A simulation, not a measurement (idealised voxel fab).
The process module presented herein is designated voxel trench capacitor.
Xsec cut, 260 nm wide, square cell size 5 nm.
Think of the cross-section as a grid of square cells. We describe it in bands, top to bottom, and each band covers one or more rows of those cells.
Look at the band entry: it leads with the top's height and the bottom's height in nm. Then it lists the materials left to right, with a width in nm for each. The word "full width" on a single material says that material fills the band edge to edge. The word "air" is empty space.
Note: height 0 marks the level under which the wafer is uniformly one material as received. Lowest band unbounded below, written "top 0, no bottom".
Quick explanation for "30 to 40": the width changes in equal steps down the rows of cells, from the first number in the band's top row to the second number in its bottom row.
No cell of the cross-section changed in a step that is given as "nothing got changed".
Empty spaces counting at least 8 cells and having no open way to the top are listed in "Sealed void inventory". The notation width x height at distance is used for each, the distance being from the left edge and all three values in nm.
Anything after a step's settings on that line? It's the simulator's own note about the step.
When a step includes a mask, the "overlay nm" setting on its line states how far to the right of its planned place that mask lay, and negative values state how far to the left.
The planned process steps are enumerated hereunder
1. RECEIVE with material Si
2. CONFORMAL_DEP with material SiN, thk nm 5
3. MASKED_ETCH with tone open, mask id TRENCH, width nm 30, pitch nm 45, etch materials SiN, depth nm 5, overlay nm -15
4. MASKED_ETCH with tone open, mask id TRENCH, width nm 30, pitch nm 45, etch materials Si, depth nm 40, overlay nm 0
5. CONFORMAL_DEP with material Al2O3, thk nm 5
6. CONFORMAL_DEP with material TiN, thk nm 5
7. FILL_DEP with material W, thk nm 5
8. CMP with height nm 5
The wafers in this document start out alike and differ in the overlay nm applied at step 3; the plan shows the value used for the first wafer.
After step 1, as received: first of several wafers, cross-section
top 0, no bottom: Si full width
Sealed void inventory: none
Row per wafer, end-of-module: cell gain (+)/loss (-) by material since the wafer came in, then closed voids
overlay nm -15; +66 Al2O3; -72 Si; +34 SiN; +24 TiN; Sealed void inventory: none
overlay nm -10; +66 Al2O3; -96 Si; +34 SiN; +48 TiN; Sealed void inventory: none
overlay nm -5; +66 Al2O3; -120 Si; +34 SiN; +51 TiN; +21 W; Sealed void inventory: none
overlay nm 0; +66 Al2O3; -144 Si; +34 SiN; +54 TiN; +42 W; Sealed void inventory: none
overlay nm 5; +66 Al2O3; -120 Si; +34 SiN; +51 TiN; +21 W; Sealed void inventory: none
overlay nm 10; +66 Al2O3; -96 Si; +34 SiN; +48 TiN; Sealed void inventory: none
overlay nm 15; +66 Al2O3; -72 Si; +34 SiN; +24 TiN; Sealed void inventory: none
